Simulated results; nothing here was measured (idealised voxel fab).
Proc. module: voxel gate over fins
The cross-section on display is named cut; it measures 215 nm wide, and its cells are 5 nm squares.
This document writes a cross-section as a grid whose cells are square, and gives it as bands, listed from the top down; one or more rows of cells form a band. In this notation a band is specified by the heights of its top and bottom, in that order and in nm, after which its materials appear from left to right, each paired with its width in nm. The word "all across" attached to a single material means that material fills the band from edge to edge; the word "air" stands for empty space. We count height from 0. Below that, the starting wafer is all one material. The lowest band never ends at the bottom but goes on down; see "0 -> down" for how that is written. Read "30->40" as a graded width: first number on top, second number at the bottom, same change between each pair of neighbouring rows. For the purposes of this document, the phrase "no modification" attached to a step denotes that no cell within the cross-section was modified by that step. If an empty space has no open way to the top and is at least 8 cells in size, "closed voids" lists it, written width x height at distance, where distance is measured from the left edge and every value is in nm. Where a step's line continues beyond its settings, the continuation is a remark by the simulator itself on that step. Among the settings permitted on a step's line is "overlay nm"; applied to a step with a mask, it specifies the extent to which the mask lay to the right of its planned position, whereas a negative figure signifies a position to the left.
# Process steps (planned)
- 1: RECEIVE | material Si
- 2: CONFORMAL_DEP | material SiN | thk nm 5
- 3: PATTERN | tone cover | mask id FINS | material resist | width nm 15 | pitch nm 50 | thk nm 20 | overlay nm 0
- 4: DIRECTIONAL_ETCH | etch materials SiN | depth nm 5
- 5: DIRECTIONAL_ETCH | etch materials Si | depth nm 40
- 6: STRIP | etch materials resist
- 7: FILL_DEP | material SiO2 | thk nm 5
- 8: CMP | height nm 5
- 9: PATTERN | tone open | mask id RAIL | material resist | width nm 15 | thk nm 20 | overlay nm -15
- 10: DIRECTIONAL_ETCH | etch materials SiO2 | depth nm 40
- 11: STRIP | etch materials resist
- 12: CONFORMAL_DEP | material TiN | thk nm 5
- 13: FILL_DEP | material Ru | thk nm 10
- 14: CMP | height nm 5
- 15: SELECTIVE_ETCH | etch materials W Ru TiN | depth nm 25
- 16: FILL_DEP | material SiO2 | thk nm 5
- 17: CMP | height nm 5
- 18: SELECTIVE_ETCH | etch materials SiO2 | depth nm 15
- 19: STRIP | etch materials SiN
- 20: CONFORMAL_DEP | material HfO2 | thk nm 5
- 21: CONFORMAL_DEP | material TiN | thk nm 5
- 22: CONFORMAL_DEP | material TiAl | thk nm 5
- 23: CONFORMAL_DEP | material TiN | thk nm 5
- 24: FILL_DEP | material W | thk nm 10
- 25: CMP | height nm 25
- 26: CONFORMAL_DEP | material SiN | thk nm 5
The plan shows the overlay nm of step 9 as the first wafer had it; this setting differs between the wafers, which start out alike.
# Cross-section, first of several wafers, as delivered after step 1
	0 -> down  Si all across
	closed voids: none
# Quick look at the cross-section of the first of several wafers after step 26, which wraps up the module
	30 -> 25  SiN all across
	25 -> 20  W all across
	20 -> 15  W (5) / TiN (205) / W (5)
	15 -> 10  W (5) / TiN (5) / TiAl (45) / TiN (5) / TiAl (45) / TiN (5) / TiAl (45) / TiN (5) / TiAl (45) / TiN (5) / W (5)
	10 -> 5  TiN (10) / TiAl (5) / TiN (35) / TiAl (5) / TiN (5) / TiAl (5) / TiN (35) / TiAl (5) / TiN (5) / TiAl (5) / TiN (35) / TiAl (5) / TiN (5) / TiAl (5) / TiN (35) / TiAl (5) / TiN (10)
	5 -> 0  TiAl (15) / TiN (5) / HfO2 (25) / TiN (5) / TiAl (15) / TiN (5) / HfO2 (25) / TiN (5) / TiAl (15) / TiN (5) / HfO2 (25) / TiN (5) / TiAl (15) / TiN (5) / HfO2 (25) / TiN (5) / TiAl (15)
	0 -> -5  TiN (20) / HfO2 (5) / Si (15) / HfO2 (5) / TiN (25) / HfO2 (5) / Si (15) / HfO2 (5) / TiN (25) / HfO2 (5) / Si (15) / HfO2 (5) / TiN (25) / HfO2 (5) / Si (15) / HfO2 (5) / TiN (20)
	-5 -> -10  HfO2 (25) / Si (15) / HfO2 (35) / Si (15) / HfO2 (35) / Si (15) / HfO2 (35) / Si (15) / HfO2 (25)
	-10 -> -20  SiO2 (25) / Si (15) / SiO2 (35) / Si (15) / SiO2 (35) / Si (15) / SiO2 (35) / Si (15) / SiO2 (25)
	-20 -> -35  SiO2 (25) / Si (15) / TiN (10) / SiO2 (25) / Si (15) / SiO2 (35) / Si (15) / SiO2 (35) / Si (15) / SiO2 (25)
	-35 -> -40  SiO2 (25) / Si (15) / SiO2 (35) / Si (15) / SiO2 (35) / Si (15) / SiO2 (35) / Si (15) / SiO2 (25)
	-40 -> down  Si all across
	closed voids: none
# Sectional view of the last wafer upon completion of the module
	30 -> 25  SiN all across
	25 -> 20  W all across
	20 -> 15  W (5) / TiN (205) / W (5)
	15 -> 10  W (5) / TiN (5) / TiAl (45) / TiN (5) / TiAl (45) / TiN (5) / TiAl (45) / TiN (5) / TiAl (45) / TiN (5) / W (5)
	10 -> 5  TiN (10) / TiAl (5) / TiN (35) / TiAl (5) / TiN (5) / TiAl (5) / TiN (35) / TiAl (5) / TiN (5) / TiAl (5) / TiN (35) / TiAl (5) / TiN (5) / TiAl (5) / TiN (35) / TiAl (5) / TiN (10)
	5 -> 0  TiAl (15) / TiN (5) / HfO2 (25) / TiN (5) / TiAl (15) / TiN (5) / HfO2 (25) / TiN (5) / TiAl (15) / TiN (5) / HfO2 (25) / TiN (5) / TiAl (15) / TiN (5) / HfO2 (25) / TiN (5) / TiAl (15)
	0 -> -5  TiN (20) / HfO2 (5) / Si (15) / HfO2 (5) / TiN (25) / HfO2 (5) / Si (15) / HfO2 (5) / TiN (25) / HfO2 (5) / Si (15) / HfO2 (5) / TiN (25) / HfO2 (5) / Si (15) / HfO2 (5) / TiN (20)
	-5 -> -10  HfO2 (25) / Si (15) / HfO2 (35) / Si (15) / HfO2 (35) / Si (15) / HfO2 (35) / Si (15) / HfO2 (25)
	-10 -> -20  SiO2 (25) / Si (15) / SiO2 (35) / Si (15) / SiO2 (35) / Si (15) / SiO2 (35) / Si (15) / SiO2 (25)
	-20 -> -35  SiO2 (25) / Si (15) / SiO2 (25) / TiN (10) / Si (15) / SiO2 (35) / Si (15) / SiO2 (35) / Si (15) / SiO2 (25)
	-35 -> -40  SiO2 (25) / Si (15) / SiO2 (35) / Si (15) / SiO2 (35) / Si (15) / SiO2 (35) / Si (15) / SiO2 (25)
	-40 -> down  Si all across
	closed voids: none
# For your reference, the table is organized with a row per wafer; each row reflects the wafer at the end of the module, indicating for each material the cells gained (+) or lost (-) since receipt, and thereafter its closed voids
overlay nm -15; +59 HfO2; -248 Si; +43 SiN; +180 SiO2; +59 TiAl; +118 TiN; +47 W; closed voids: none
overlay nm -10; +59 HfO2; +2 Ru; -248 Si; +43 SiN; +177 SiO2; +59 TiAl; +119 TiN; +47 W; closed voids: none
overlay nm -5; +59 HfO2; +2 Ru; -248 Si; +43 SiN; +177 SiO2; +59 TiAl; +119 TiN; +47 W; closed voids: none
overlay nm 0; +59 HfO2; +2 Ru; -248 Si; +43 SiN; +177 SiO2; +59 TiAl; +119 TiN; +47 W; closed voids: none
overlay nm 5; +59 HfO2; +2 Ru; -248 Si; +43 SiN; +177 SiO2; +59 TiAl; +119 TiN; +47 W; closed voids: none
overlay nm 10; +59 HfO2; +2 Ru; -248 Si; +43 SiN; +177 SiO2; +59 TiAl; +119 TiN; +47 W; closed voids: none
overlay nm 15; +59 HfO2; -248 Si; +43 SiN; +180 SiO2; +59 TiAl; +118 TiN; +47 W; closed voids: none
